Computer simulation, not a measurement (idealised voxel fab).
process module | voxel self aligned vias
cross-section cut | 190 nm wide | cells 5 nm
A cross-section is a grid of square cells, given in bands from the top down. A band is one or more rows of cells.
Each band's line starts with the height of the band's top and of its bottom, in nm. Then come its materials from left to right, each with its width in nm. One material with "throughout" fills the band from edge to edge. "air" is empty space.
Height 0 is the level under which the wafer as received is all one material. The lowest band goes on downwards, as in "0 down".
A width such as "30 to 40" changes by the same amount from each row of cells to the next, from the band's top row to its bottom row.
"no change" after a step means that no cell of the cross-section changed.
closed voids: empty space of 8 cells or more with no open way to the top, each as width x height at its distance from the left edge, in nm
after a step's settings: what the simulator itself notes on the step
overlay nm, on a step with a mask: how far to the right of its planned place the mask lay; to the left if negative
plan
1 op RECEIVE | material Si
2 op CONFORMAL_DEP | material SiO2 | thk nm 10
3 op CONFORMAL_DEP | material SiCN | thk nm 5
4 op DIRECTIONAL_DEP | material lowk | thk nm 30
5 op DIRECTIONAL_DEP | material aC | thk nm 10
6 op PATTERN | tone open | mask id LINES | material resist | width nm 30 | pitch nm 80 | thk nm 25 | overlay nm 0
7 op DIRECTIONAL_ETCH | etch materials aC | depth nm 10
8 op STRIP | etch materials resist
9 op DIRECTIONAL_ETCH | etch materials lowk | depth nm 30
10 op STRIP | etch materials aC
11 op CONFORMAL_DEP | material TiN | thk nm 5
12 op FILL_DEP | material Ru | thk nm 5
13 op CMP | height nm 45
14 op SELECTIVE_ETCH | etch materials W Ru TiN | depth nm 10
15 op FILL_DEP | material SiN | thk nm 5
16 op CMP | height nm 45
17 op DIRECTIONAL_DEP | material lowk | thk nm 20
18 op DIRECTIONAL_DEP | material aC | thk nm 10
19 op PATTERN | tone open | mask id VIAS | material resist | width nm 50 | pitch nm 80 | thk nm 25 | overlay nm 0
20 op DIRECTIONAL_ETCH | etch materials aC | depth nm 10
21 op STRIP | etch materials resist
22 op DIRECTIONAL_ETCH | etch materials lowk | depth nm 20
23 op DIRECTIONAL_ETCH | etch materials SiN | depth nm 10
24 op STRIP | etch materials aC
25 op CONFORMAL_DEP | material TiN | thk nm 5
26 op FILL_DEP | material W | thk nm 5
27 op CMP | height nm 65
28 op CONFORMAL_DEP | material SiCN | thk nm 5
as received, after step 1
  0 down: Si throughout
  closed voids: none
a wafer at the end: this start, this plan, one mistake
  70 to 65: SiCN throughout
  65 to 50: lowk 30 | TiN 5 | W 40 | TiN 5 | lowk 30 | TiN 5 | W 40 | TiN 5 | lowk 30
  50 to 40: lowk 30 to 40 | TiN 20 to 10 | W 10 | TiN 20 to 10 | lowk 30 to 50 | TiN 20 to 10 | W 10 | TiN 20 to 10 | lowk 30 to 40
  40 to 35: lowk 40 | TiN 30 | lowk 50 | TiN 30 | lowk 40
  35 to 20: lowk 40 | TiN 5 | Ru 20 | TiN 5 | lowk 50 | TiN 5 | Ru 20 | TiN 5 | lowk 40
  20 to 15: lowk 40 | TiN 30 | lowk 50 | TiN 30 | lowk 40
  15 to 10: SiCN throughout
  10 to 0: SiO2 throughout
  0 down: Si throughout
  closed voids: none
what went wrong: step 14 ran as: op SELECTIVE_ETCH | etch materials Ru | depth nm 10
